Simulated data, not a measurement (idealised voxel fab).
The process module that follows is named voxel self aligned contacts.
Square cell edge 5 nm, section width 230 nm, ID cut.
If you're reading a cross-section in this doc, picture square cells in a grid; it comes to you as bands, top ones listed first down to the bottom, and a band can be one or more rows of cells.
Band: top and bottom heights (nm) first, top before bottom; then materials from left to right, widths in nm. "full width" marks a sole material filling the band edge to edge. "blank" denotes empty space.
Note: height 0 marks the level under which the wafer is uniformly one material as received. Lowest band unbounded below, written "0 nm and below".
Width: "30->40" (first number = top row, second number = bottom row, same change from row to row of cells).
What does "no modifications" mean for a step? It means no cell of the cross-section changed in that step.
Closed-off voids of 8+ cells (no open route to the top) go in "Catalogued sealed voids", written width x height at distance from the left edge, in nm.
On a step's line, text after the settings is the simulator commenting on that step.
overlay nm: step with mask; distance mask lay right of planned place; negative value = left of planned place.
-- This section lists the process steps that were planned
1: RECEIVE, material Si
2: CONFORMAL_DEP, material SiO2, thk nm 5
3: DIRECTIONAL_DEP, material polySi, thk nm 25
4: DIRECTIONAL_DEP, material SiN, thk nm 15
5: DIRECTIONAL_DEP, material aC, thk nm 10
6: PATTERN, tone cover, mask id GATE, material resist, width nm 35, pitch nm 60, thk nm 25, overlay nm 0
7: DIRECTIONAL_ETCH, etch materials aC, depth nm 10
8: STRIP, etch materials resist
9: DIRECTIONAL_ETCH, etch materials SiN, depth nm 15
10: DIRECTIONAL_ETCH, etch materials polySi, depth nm 25
11: STRIP, etch materials aC
12: CONFORMAL_DEP, material SiN, thk nm 5
13: DIRECTIONAL_ETCH, etch materials SiN, depth nm 5
14: FILL_DEP, material SiO2, thk nm 20
15: CMP, height nm 55
16: PATTERN, tone open, mask id CONTACT, material resist, width nm 35, pitch nm 60, thk nm 15, overlay nm 0
17: DIRECTIONAL_ETCH, etch materials SiO2, depth nm 55
18: STRIP, etch materials resist
19: CONFORMAL_DEP, material TiN, thk nm 5
20: FILL_DEP, material Ru, thk nm 5
21: CMP, height nm 55
22: CONFORMAL_DEP, material SiN, thk nm 5
-- Cross-section of the wafer upon arrival, representing the state reached after step 1
* 0 nm and below  Si full width
* Catalogued sealed voids: none
-- Cross-section, end of module. Start: as above. Plan: as above. Execution: one mistake
* 60 nm to 55 nm  SiN full width
* 55 nm to 45 nm  SiO2 (65), TiN (5), Ru (25), TiN (5), SiO2 (25), TiN (5), Ru (25), TiN (5), SiO2 (70)
* 45 nm to 40 nm  SiO2 (65), TiN (15), Ru (5), TiN (15), SiO2 (25), TiN (15), Ru (5), TiN (15), SiO2 (70)
* 40 nm to 25 nm  SiO2 (30), SiN (45), TiN (5), Ru (5), TiN (5), SiN (45), TiN (5), Ru (5), TiN (5), SiN (45), SiO2 (35)
* 25 nm to 5 nm  SiO2 (30), SiN (5), polySi (35), SiN (5), TiN (5), Ru (5), TiN (5), SiN (5), polySi (35), SiN (5), TiN (5), Ru (5), TiN (5), SiN (5), polySi (35), SiN (5), SiO2 (35)
* 5 nm to 0 nm  SiO2 (30), SiN (5), polySi (35), SiN (5), TiN (15), SiN (5), polySi (35), SiN (5), TiN (15), SiN (5), polySi (35), SiN (5), SiO2 (35)
* 0 nm and below  Si full width
* Catalogued sealed voids: none
What was done differently from what was planned? step 2 of the plan: omitted, not performed
